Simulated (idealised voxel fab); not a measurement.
process module | voxel double patterning
cross-section cut | 165 nm wide | cells 5 nm
A cross-section is a grid of square cells, given in bands from the top down. A band is one or more rows of cells.
Each band's line starts with the height of the band's top and of its bottom, in nm. Then come its materials from left to right, each with its width in nm. One material with "throughout" fills the band from edge to edge. "air" is empty space.
Height 0 is the level under which the wafer as received is all one material. The lowest band goes on downwards, as in "0 down".
A width such as "30 to 40" changes by the same amount from each row of cells to the next, from the band's top row to its bottom row.
"no change" after a step means that no cell of the cross-section changed.
closed voids: empty space of 8 cells or more with no open way to the top, each as width x height at its distance from the left edge, in nm
after a step's settings: what the simulator itself notes on the step
overlay nm, on a step with a mask: how far to the right of its planned place the mask lay; to the left if negative
plan
1 op RECEIVE | material Si
2 op CONFORMAL_DEP | material SiO2 | thk nm 10
3 op DIRECTIONAL_DEP | material polySi | thk nm 15
4 op DIRECTIONAL_DEP | material SiN | thk nm 10
5 op DIRECTIONAL_DEP | material aC | thk nm 10
6 op PATTERN | tone open | mask id FIRST | material resist | width nm 15 | pitch nm 50 | thk nm 30 | overlay nm 0
7 op DIRECTIONAL_ETCH | etch materials aC | depth nm 10
8 op STRIP | etch materials resist
9 op DIRECTIONAL_ETCH | etch materials SiN | depth nm 10
10 op STRIP | etch materials aC
11 op DIRECTIONAL_DEP | material aC | thk nm 10
12 op PATTERN | tone open | mask id SECOND | material resist | width nm 15 | pitch nm 50 | thk nm 30 | overlay nm 0
13 op DIRECTIONAL_ETCH | etch materials aC | depth nm 10
14 op STRIP | etch materials resist
15 op DIRECTIONAL_ETCH | etch materials SiN | depth nm 10
16 op STRIP | etch materials aC
17 op DIRECTIONAL_ETCH | etch materials polySi | depth nm 15
18 op STRIP | etch materials SiN
as received, after step 1
  0 down: Si throughout
  closed voids: none
first wafer at the end, as planned
  25 to 10: polySi 25 | air 15 | polySi 10 | air 15 | polySi 10 | air 15 | polySi 10 | air 15 | polySi 10 | air 15 | polySi 25
  10 to 0: SiO2 throughout
  0 down: Si throughout
  closed voids: none
second wafer at the end: like start, like plan, one mistake
  15 to 0: polySi 25 | air 15 | polySi 10 | air 15 | polySi 10 | air 15 | polySi 10 | air 15 | polySi 10 | air 15 | polySi 25
  0 down: Si throughout
  closed voids: none
what went wrong: step 2 was left out
at the end the second wafer has, in cells: 66 fewer of SiO2
